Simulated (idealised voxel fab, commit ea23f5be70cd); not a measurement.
voxel tone inversion: a process module
For reference, the cross-section in this document is cut, with width 255 nm and square cells of 5 nm.
A cross-section in this document is a grid of square cells, and it is written down as bands, the top band listed before the ones below it; a band is made up of one or more rows of cells. Within each band entry, the heights of the top and of the bottom of the band appear first, in that order and in nm; the materials of the band then follow from left to right, each with its corresponding width in nm. The designation "everywhere" on a single material indicates that it fills the band from edge to edge; the designation "air" indicates empty space. Below 0: as-received wafer, all one material; heights counted from there. Lowest band: no bottom, goes on down, written "0..down". With a width like "30->40", each row of cells in the band differs from the next by the same amount, the top row carrying the first number and the bottom row the second. Key: "nothing different" - step with no changed cell in the cross-section. The entry "Closed empty spaces" lists the empty spaces that cover at least 8 cells and have no open path to the top. Each is written as width x height at distance, where the distance is measured from the left edge and all three values are in nm. Read whatever lies past the settings on a step's line as the simulator's own remark about the step. overlay nm: on a step with a mask, how far right of its planned place the mask lay; negative means left.
[List of planned process steps]
1,RECEIVE,material Si
2,CONFORMAL_DEP,material SiCN,thk nm 5
3,DIRECTIONAL_DEP,material polySi,thk nm 15
4,PATTERN,tone cover,mask id POSTS,material resist,width nm 15,pitch nm 45,thk nm 20,overlay nm 0
5,DIRECTIONAL_ETCH,etch materials polySi,depth nm 15
6,STRIP,etch materials resist
7,FILL_DEP,material lowk,thk nm 5
8,CMP,height nm 20
9,STRIP,etch materials polySi
10,CONFORMAL_DEP,material TiN,thk nm 5
11,FILL_DEP,material Ru,thk nm 10
12,CMP,height nm 20
13,CONFORMAL_DEP,material SiCN,thk nm 5
The plan shows the width nm of step 4 as the first wafer had it; this setting differs between the wafers, which start out alike.
[So this is the first of several wafers, cross-sectioned as it came to us, meaning it's at the end of step 1]
> 0..down = Si everywhere
> Closed empty spaces: none
[Basically each wafer gets a line in the table, showing it at the end of the module: material by material, the cells it gained (+) or lost (-) since we got it, then its closed voids]
width nm 15, +4 Ru, +102 SiCN, +14 TiN, +135 lowk, Closed empty spaces: none
width nm 20, +8 Ru, +102 SiCN, +16 TiN, +129 lowk, Closed empty spaces: none
width nm 25, +12 Ru, +102 SiCN, +18 TiN, +123 lowk, Closed empty spaces: none
width nm 30, +16 Ru, +102 SiCN, +20 TiN, +117 lowk, Closed empty spaces: none
